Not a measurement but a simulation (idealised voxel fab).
Process module in this document: voxel self aligned contacts
Square cell edge 5 nm, section width 295 nm, ID cut.
Bands, listed from the top down, are how a cross-section gets written in this document; the cross-section itself is a grid of square cells, and a band is one or more rows of them.
It is stipulated that each band's entry specify, in nanometres, the height of the top of the band and then that of its bottom, followed by the materials of the band in left-to-right sequence, each together with its width in nanometres. A single material marked by the word "all across" is understood to fill the band from edge to edge; the word "blank" is understood to denote empty space.
It should be noted that heights are counted from 0, beneath which the wafer as supplied is of one material throughout, and that the lowest band possesses no lower boundary but continues downward, as written in "0..down".
The width entry "30 to 40" should be interpreted row by row: the top row of cells in the band takes the first number, the bottom row takes the second number, and the change between adjacent rows is uniform throughout.
"no alteration" (step): cross-section cells unchanged, all of them.
"Trapped voids": empty spaces of 8 cells or more with no open way to the top, each given as width x height at distance, distance from the left edge, all in nm.
What comes after the settings on a step's line is commentary from the simulator itself on that step.
You can add "overlay nm" to a step's line. For a step with a mask, it describes how far the mask lay to the right of its planned position, and a negative number describes a lay to the left.

-- The planned process steps are enumerated hereunder
| 1 | RECEIVE,material Si |
| 2 | CONFORMAL_DEP,material SiO2,thk nm 5 |
| 3 | DIRECTIONAL_DEP,material polySi,thk nm 30 |
| 4 | DIRECTIONAL_DEP,material SiN,thk nm 25 |
| 5 | MASKED_ETCH,tone cover,mask id GATE,width nm 30,pitch nm 75,etch materials SiN,depth nm 25,overlay nm 0 |
| 6 | MASKED_ETCH,tone cover,mask id GATE,width nm 30,pitch nm 75,etch materials polySi,depth nm 30,overlay nm 0 |
| 7 | CONFORMAL_DEP,material SiN,thk nm 10 |
| 8 | DIRECTIONAL_ETCH,etch materials SiN,depth nm 10 |
| 9 | FILL_DEP,material SiO2,thk nm 15 |
| 10 | CMP,height nm 65 |
| 11 | PATTERN,tone open,mask id CONTACT,material resist,width nm 55,pitch nm 75,thk nm 15,overlay nm 0 |
| 12 | DIRECTIONAL_ETCH,etch materials SiO2,depth nm 65 |
| 13 | STRIP,etch materials resist |
| 14 | CONFORMAL_DEP,material TiN,thk nm 5 |
| 15 | FILL_DEP,material W,thk nm 10 |
| 16 | CMP,height nm 65 |
| 17 | CONFORMAL_DEP,material SiCN,thk nm 5 |

-- The first of two wafers, run as planned

-- As-received state of the wafer in cross-section, equivalent to post-step 1
    0..down  Si all across
    Trapped voids: none

-- Wafer after step 2 (cross-section)
    5..0  SiO2 all across
    Nothing below the height 0 has changed.

-- Wafer after step 3 (cross-section)
    35..5  polySi all across
    Nothing below the height 5 has changed.

-- Wafer after step 4 (cross-section)
    60..35  SiN all across
    Nothing below the height 35 has changed.

-- Wafer after step 5 (cross-section)
    60..35  blank=55 | SiN=30 | blank=45 | SiN=30 | blank=45 | SiN=30 | blank=60
    Nothing below the height 35 has changed.

-- Wafer after step 6 (cross-section)
    60..35  blank=55 | SiN=30 | blank=45 | SiN=30 | blank=45 | SiN=30 | blank=60
    35..5  blank=55 | polySi=30 | blank=45 | polySi=30 | blank=45 | polySi=30 | blank=60
    Nothing below the height 5 has changed.

-- Wafer after step 7 (cross-section)
    70..35  blank=45 | SiN=50 | blank=25 | SiN=50 | blank=25 | SiN=50 | blank=50
    35..15  blank=45 | SiN=10 | polySi=30 | SiN=10 | blank=25 | SiN=10 | polySi=30 | SiN=10 | blank=25 | SiN=10 | polySi=30 | SiN=10 | blank=50
    15..5  SiN=55 | polySi=30 | SiN=45 | polySi=30 | SiN=45 | polySi=30 | SiN=60
    Nothing below the height 5 has changed.

-- Wafer after step 8 (cross-section)
    60..35  blank=45 | SiN=50 | blank=25 | SiN=50 | blank=25 | SiN=50 | blank=50
    35..5  blank=45 | SiN=10 | polySi=30 | SiN=10 | blank=25 | SiN=10 | polySi=30 | SiN=10 | blank=25 | SiN=10 | polySi=30 | SiN=10 | blank=50
    Nothing below the height 5 has changed.

-- Wafer after step 9 (cross-section)
    75..60  SiO2 all across
    60..35  SiO2=45 | SiN=50 | SiO2=25 | SiN=50 | SiO2=25 | SiN=50 | SiO2=50
    35..5  SiO2=45 | SiN=10 | polySi=30 | SiN=10 | SiO2=25 | SiN=10 | polySi=30 | SiN=10 | SiO2=25 | SiN=10 | polySi=30 | SiN=10 | SiO2=50
    Nothing below the height 5 has changed.

-- Wafer after step 10 (cross-section)
    65..60  SiO2 all across
    Nothing below the height 60 has changed.

-- Wafer after step 11 (cross-section)
    80..65  resist=80 | blank=55 | resist=20 | blank=55 | resist=85
    Nothing below the height 65 has changed.

-- Wafer after step 12 (cross-section)
    80..65  resist=80 | blank=55 | resist=20 | blank=55 | resist=85
    65..60  SiO2=80 | blank=55 | SiO2=20 | blank=55 | SiO2=85
    60..35  SiO2=45 | SiN=50 | blank=25 | SiN=50 | blank=25 | SiN=50 | SiO2=50
    35..5  SiO2=45 | SiN=10 | polySi=30 | SiN=10 | blank=25 | SiN=10 | polySi=30 | SiN=10 | blank=25 | SiN=10 | polySi=30 | SiN=10 | SiO2=50
    5..0  SiO2=95 | blank=25 | SiO2=50 | blank=25 | SiO2=100
    Nothing below the height 0 has changed.

-- Wafer after step 13 (cross-section)
    65..60  SiO2=80 | blank=55 | SiO2=20 | blank=55 | SiO2=85
    Nothing below the height 60 has changed.

-- Wafer after step 14 (cross-section)
    70..65  TiN=85 | blank=45 | TiN=30 | blank=45 | TiN=90
    65..60  SiO2=80 | TiN=20 | blank=15 | TiN=20 | SiO2=20 | TiN=20 | blank=15 | TiN=20 | SiO2=85
    60..35  SiO2=45 | SiN=50 | TiN=5 | blank=15 | TiN=5 | SiN=50 | TiN=5 | blank=15 | TiN=5 | SiN=50 | SiO2=50
    35..5  SiO2=45 | SiN=10 | polySi=30 | SiN=10 | TiN=5 | blank=15 | TiN=5 | SiN=10 | polySi=30 | SiN=10 | TiN=5 | blank=15 | TiN=5 | SiN=10 | polySi=30 | SiN=10 | SiO2=50
    5..0  SiO2=95 | TiN=25 | SiO2=50 | TiN=25 | SiO2=100
    Nothing below the height 0 has changed.

-- Wafer after step 15 (cross-section)
    80..70  W all across
    70..65  TiN=85 | W=45 | TiN=30 | W=45 | TiN=90
    65..60  SiO2=80 | TiN=20 | W=15 | TiN=20 | SiO2=20 | TiN=20 | W=15 | TiN=20 | SiO2=85
    60..35  SiO2=45 | SiN=50 | TiN=5 | W=15 | TiN=5 | SiN=50 | TiN=5 | W=15 | TiN=5 | SiN=50 | SiO2=50
    35..5  SiO2=45 | SiN=10 | polySi=30 | SiN=10 | TiN=5 | W=15 | TiN=5 | SiN=10 | polySi=30 | SiN=10 | TiN=5 | W=15 | TiN=5 | SiN=10 | polySi=30 | SiN=10 | SiO2=50
    Nothing below the height 5 has changed.

-- Wafer after step 16 (cross-section)
    65..60  SiO2=80 | TiN=20 | W=15 | TiN=20 | SiO2=20 | TiN=20 | W=15 | TiN=20 | SiO2=85
    Nothing below the height 60 has changed.

-- Wafer after step 17 (cross-section)
    70..65  SiCN all across
    Nothing below the height 65 has changed.

-- The second wafer: identical to the first at the outset and in its planned sequence, differing only in that one mistake was made during processing; up to and including step 6, its path is the first wafer's path

Second wafer shown in cross-section at the time step 7 was slated to end: no alteration

-- Second wafer shown in cross-section at the time step 8 was slated to end
    50..35  blank=55 | SiN=30 | blank=45 | SiN=30 | blank=45 | SiN=30 | blank=60
    Nothing below the height 35 has changed.

-- Second wafer shown in cross-section at the time step 9 was slated to end
    65..50  SiO2 all across
    50..35  SiO2=55 | SiN=30 | SiO2=45 | SiN=30 | SiO2=45 | SiN=30 | SiO2=60
    35..5  SiO2=55 | polySi=30 | SiO2=45 | polySi=30 | SiO2=45 | polySi=30 | SiO2=60
    Nothing below the height 5 has changed.

Second wafer shown in cross-section at the time step 10 was slated to end: no alteration

-- Second wafer shown in cross-section at the time step 11 was slated to end
    80..65  resist=80 | blank=55 | resist=20 | blank=55 | resist=85
    Nothing below the height 65 has changed.

-- Second wafer shown in cross-section at the time step 12 was slated to end
    80..65  resist=80 | blank=55 | resist=20 | blank=55 | resist=85
    65..50  SiO2=80 | blank=55 | SiO2=20 | blank=55 | SiO2=85
    50..35  SiO2=55 | SiN=30 | blank=45 | SiN=30 | blank=45 | SiN=30 | SiO2=60
    35..5  SiO2=55 | polySi=30 | blank=45 | polySi=30 | blank=45 | polySi=30 | SiO2=60
    5..0  SiO2=85 | blank=45 | SiO2=30 | blank=45 | SiO2=90
    Nothing below the height 0 has changed.

-- Second wafer shown in cross-section at the time step 13 was slated to end
    65..50  SiO2=80 | blank=55 | SiO2=20 | blank=55 | SiO2=85
    Nothing below the height 50 has changed.

-- Second wafer shown in cross-section at the time step 14 was slated to end
    70..65  TiN=85 | blank=45 | TiN=30 | blank=45 | TiN=90
    65..55  SiO2=80 | TiN=5 | blank=45 | TiN=5 | SiO2=20 | TiN=5 | blank=45 | TiN=5 | SiO2=85
    55..50  SiO2=80 | TiN=10 | blank=35 | TiN=10 | SiO2=20 | TiN=10 | blank=35 | TiN=10 | SiO2=85
    50..35  SiO2=55 | SiN=30 | TiN=5 | blank=35 | TiN=5 | SiN=30 | TiN=5 | blank=35 | TiN=5 | SiN=30 | SiO2=60
    35..5  SiO2=55 | polySi=30 | TiN=5 | blank=35 | TiN=5 | polySi=30 | TiN=5 | blank=35 | TiN=5 | polySi=30 | SiO2=60
    5..0  SiO2=85 | TiN=45 | SiO2=30 | TiN=45 | SiO2=90
    Nothing below the height 0 has changed.

-- Second wafer shown in cross-section at the time step 15 was slated to end
    80..70  W all across
    70..65  TiN=85 | W=45 | TiN=30 | W=45 | TiN=90
    65..55  SiO2=80 | TiN=5 | W=45 | TiN=5 | SiO2=20 | TiN=5 | W=45 | TiN=5 | SiO2=85
    55..50  SiO2=80 | TiN=10 | W=35 | TiN=10 | SiO2=20 | TiN=10 | W=35 | TiN=10 | SiO2=85
    50..35  SiO2=55 | SiN=30 | TiN=5 | W=35 | TiN=5 | SiN=30 | TiN=5 | W=35 | TiN=5 | SiN=30 | SiO2=60
    35..5  SiO2=55 | polySi=30 | TiN=5 | W=35 | TiN=5 | polySi=30 | TiN=5 | W=35 | TiN=5 | polySi=30 | SiO2=60
    Nothing below the height 5 has changed.

-- Second wafer shown in cross-section at the time step 16 was slated to end
    65..55  SiO2=80 | TiN=5 | W=45 | TiN=5 | SiO2=20 | TiN=5 | W=45 | TiN=5 | SiO2=85
    Nothing below the height 55 has changed.

-- Second wafer shown in cross-section at the time step 17 was slated to end
    70..65  SiCN all across
    Nothing below the height 65 has changed.
Error vs. plan: plan step 7: skipped, not run
It is noted that, at the conclusion of processing, the second wafer exhibits a higher or lower cell count for certain materials relative to the first: SiN: 168 fewer; SiO2: 64 more; W: 104 more
